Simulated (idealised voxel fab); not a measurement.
voxel wiring stack: a process module
Shown is cross-section cut, with a width of 230 nm and square cells of size 5 nm.
Think of the cross-section as a grid of square cells. We describe it in bands, top to bottom, and each band covers one or more rows of those cells.
Quick guide to a band line: top height, bottom height (nm) up front; then every material left to right with its width in nm. Only one material and it's marked "throughout"? Then it fills the band edge to edge. And "empty" just means empty space.
Heights are expressed relative to 0, this being the level below which the as-received wafer comprises one material exclusively. The lowest band is unbounded in the downward direction and is denoted as in "0 and below".
When a width is written as two numbers, as in "30 to 40", the first number is the width in the top row of cells of the band and the second is the width in its bottom row, and the width changes by the same amount from each row to the next.
No cell of the cross-section changed in a step that is given as "changes: none".
For the entry "Voids lacking openings", the listed items are empty spaces with no open way to the top whose size is 8 cells or more; each item follows the pattern width x height at distance, where distance is from the left edge and all three are in nm.
That trailing text on a step's line, after the settings, is the simulator's own remark on the step.
overlay nm: how far to the right of its planned place the mask lay on this masked step (negative: to the left).

The planned process steps are enumerated hereunder:
step 1: RECEIVE, material Si
step 2: CONFORMAL_DEP, material SiO2, thk nm 15
step 3: DIRECTIONAL_DEP, material TiN, thk nm 5
step 4: DIRECTIONAL_DEP, material W, thk nm 25
step 5: DIRECTIONAL_DEP, material aC, thk nm 15
step 6: PATTERN, tone cover, mask id METAL_1, material resist, width nm 25, pitch nm 40, thk nm 30, overlay nm 0
step 7: DIRECTIONAL_ETCH, etch materials aC, depth nm 15
step 8: STRIP, etch materials resist
step 9: DIRECTIONAL_ETCH, etch materials W, depth nm 25
step 10: DIRECTIONAL_ETCH, etch materials TiN, depth nm 5
step 11: STRIP, etch materials aC
step 12: FILL_DEP, material lowk, thk nm 5
step 13: CMP, height nm 45
step 14: CONFORMAL_DEP, material SiCN, thk nm 5
step 15: DIRECTIONAL_DEP, material SiO2, thk nm 15
step 16: DIRECTIONAL_DEP, material aC, thk nm 10
step 17: PATTERN, tone open, mask id PLUG_1, material resist, width nm 15, pitch nm 80, thk nm 25, overlay nm 0
step 18: DIRECTIONAL_ETCH, etch materials aC, depth nm 10
step 19: STRIP, etch materials resist
step 20: DIRECTIONAL_ETCH, etch materials SiO2, depth nm 15
step 21: DIRECTIONAL_ETCH, etch materials SiCN, depth nm 5
step 22: STRIP, etch materials aC
step 23: EPI, material Ru, thk nm 10
step 24: EPI, material Ru, thk nm 10
step 25: DIRECTIONAL_DEP, material TiN, thk nm 5
step 26: DIRECTIONAL_DEP, material W, thk nm 15
step 27: MASKED_ETCH, tone cover, mask id METAL_2, width nm 25, pitch nm 40, etch materials W, depth nm 15, overlay nm 0
step 28: MASKED_ETCH, tone cover, mask id METAL_2, width nm 25, pitch nm 40, etch materials TiN, depth nm 5, overlay nm 0
step 29: CONFORMAL_DEP, material SiN, thk nm 5
step 30: FILL_DEP, material SiO2, thk nm 5
step 31: CMP, height nm 85
step 32: CONFORMAL_DEP, material SiCN, thk nm 5
step 33: DIRECTIONAL_DEP, material lowk, thk nm 25
step 34: DIRECTIONAL_DEP, material aC, thk nm 15
step 35: PATTERN, tone open, mask id METAL_3_HOLES, material resist, width nm 15, pitch nm 40, thk nm 35, overlay nm 0
step 36: DIRECTIONAL_ETCH, etch materials aC, depth nm 15
step 37: STRIP, etch materials resist
step 38: DIRECTIONAL_ETCH, etch materials lowk, depth nm 25
step 39: STRIP, etch materials aC
step 40: DIRECTIONAL_DEP, material aC, thk nm 10
step 41: PATTERN, tone open, mask id METAL_3, material resist, width nm 25, pitch nm 40, thk nm 25, overlay nm 0
step 42: DIRECTIONAL_ETCH, etch materials aC, depth nm 10
step 43: STRIP, etch materials resist
step 44: DIRECTIONAL_ETCH, etch materials lowk, depth nm 15
step 45: DIRECTIONAL_ETCH, etch materials SiCN, depth nm 5
step 46: STRIP, etch materials aC
step 47: CONFORMAL_DEP, material TiN, thk nm 5
step 48: FILL_DEP, material Ru, thk nm 5
step 49: CMP, height nm 115
step 50: CONFORMAL_DEP, material SiCN, thk nm 5
step 51: DIRECTIONAL_DEP, material lowk, thk nm 15
step 52: PATTERN, tone open, mask id PLUG_3, material resist, width nm 15, pitch nm 80, thk nm 15, overlay nm 0
step 53: DIRECTIONAL_ETCH, etch materials lowk, depth nm 15
step 54: DIRECTIONAL_ETCH, etch materials SiCN, depth nm 5
step 55: STRIP, etch materials resist
step 56: CONFORMAL_DEP, material TiN, thk nm 5
step 57: FILL_DEP, material W, thk nm 5
step 58: CMP, height nm 135
step 59: DIRECTIONAL_DEP, material TiN, thk nm 5
step 60: DIRECTIONAL_DEP, material W, thk nm 15
step 61: PATTERN, tone cover, mask id METAL_4, material resist, width nm 25, pitch nm 40, thk nm 15, overlay nm 0
step 62: DIRECTIONAL_ETCH, etch materials W, depth nm 15
step 63: DIRECTIONAL_ETCH, etch materials TiN, depth nm 5
step 64: STRIP, etch materials resist
step 65: FILL_DEP, material lowk, thk nm 10
step 66: CMP, height nm 155
step 67: CONFORMAL_DEP, material SiCN, thk nm 5

This is the cross-section of the wafer as we received it, i.e. after step 1:
    0 and below = Si throughout
    Voids lacking openings: none

Post-module cross-section: identical start and plan to those above, one misstep in execution:
    160 down to 155 = SiCN throughout
    155 down to 140 = lowk 40 nm; W 25 nm; lowk 15 nm; W 25 nm; lowk 15 nm; W 25 nm; lowk 15 nm; W 25 nm; lowk 45 nm
    140 down to 135 = lowk 40 nm; TiN 25 nm; lowk 15 nm; TiN 25 nm; lowk 15 nm; TiN 25 nm; lowk 15 nm; TiN 25 nm; lowk 45 nm
    135 down to 120 = W 35 nm; TiN 5 nm; lowk 15 nm; TiN 5 nm; W 55 nm; TiN 5 nm; lowk 15 nm; TiN 5 nm; W 90 nm
    120 down to 115 = TiN 40 nm; SiCN 15 nm; TiN 65 nm; SiCN 15 nm; TiN 95 nm
    115 down to 105 = lowk 40 nm; TiN 5 nm; Ru 15 nm; TiN 5 nm; lowk 15 nm; TiN 5 nm; Ru 15 nm; TiN 5 nm; lowk 15 nm; TiN 5 nm; Ru 15 nm; TiN 5 nm; lowk 15 nm; TiN 5 nm; Ru 15 nm; TiN 5 nm; lowk 45 nm
    105 down to 100 = lowk 40 nm; TiN 5 nm; Ru 5 nm; TiN 15 nm; lowk 15 nm; TiN 5 nm; Ru 5 nm; TiN 15 nm; lowk 15 nm; TiN 5 nm; Ru 5 nm; TiN 15 nm; lowk 15 nm; TiN 5 nm; Ru 5 nm; TiN 15 nm; lowk 45 nm
    100 down to 90 = lowk 40 nm; TiN 5 nm; Ru 5 nm; TiN 5 nm; lowk 25 nm; TiN 5 nm; Ru 5 nm; TiN 5 nm; lowk 25 nm; TiN 5 nm; Ru 5 nm; TiN 5 nm; lowk 25 nm; TiN 5 nm; Ru 5 nm; TiN 5 nm; lowk 55 nm
    90 down to 85 = SiCN 40 nm; TiN 15 nm; SiCN 25 nm; TiN 15 nm; SiCN 25 nm; TiN 15 nm; SiCN 25 nm; TiN 15 nm; SiCN 55 nm
    85 down to 70 = SiO2 35 nm; SiN 5 nm; W 25 nm; SiN 5 nm; SiO2 5 nm; SiN 5 nm; W 25 nm; SiN 5 nm; SiO2 5 nm; SiN 5 nm; W 25 nm; SiN 5 nm; SiO2 5 nm; SiN 5 nm; W 25 nm; SiN 5 nm; SiO2 40 nm
    70 down to 65 = SiN 40 nm; TiN 25 nm; SiN 15 nm; TiN 25 nm; SiN 15 nm; TiN 25 nm; SiN 15 nm; TiN 25 nm; SiN 45 nm
    65 down to 50 = SiO2 40 nm; Ru 15 nm; SiO2 65 nm; Ru 15 nm; SiO2 95 nm
    50 down to 45 = SiCN 40 nm; Ru 15 nm; SiCN 65 nm; Ru 15 nm; SiCN 95 nm
    45 down to 20 = lowk 40 nm; W 25 nm; lowk 15 nm; W 25 nm; lowk 15 nm; W 25 nm; lowk 15 nm; W 25 nm; lowk 45 nm
    20 down to 15 = lowk 40 nm; TiN 25 nm; lowk 15 nm; TiN 25 nm; lowk 15 nm; TiN 25 nm; lowk 15 nm; TiN 25 nm; lowk 45 nm
    15 down to 0 = SiO2 throughout
    0 and below = Si throughout
    Voids lacking openings: none
Finding, execution versus plan: step 52 off recipe, ran as PATTERN, tone cover, mask id PLUG_3, material resist, width nm 15, pitch nm 80, thk nm 15, overlay nm 0
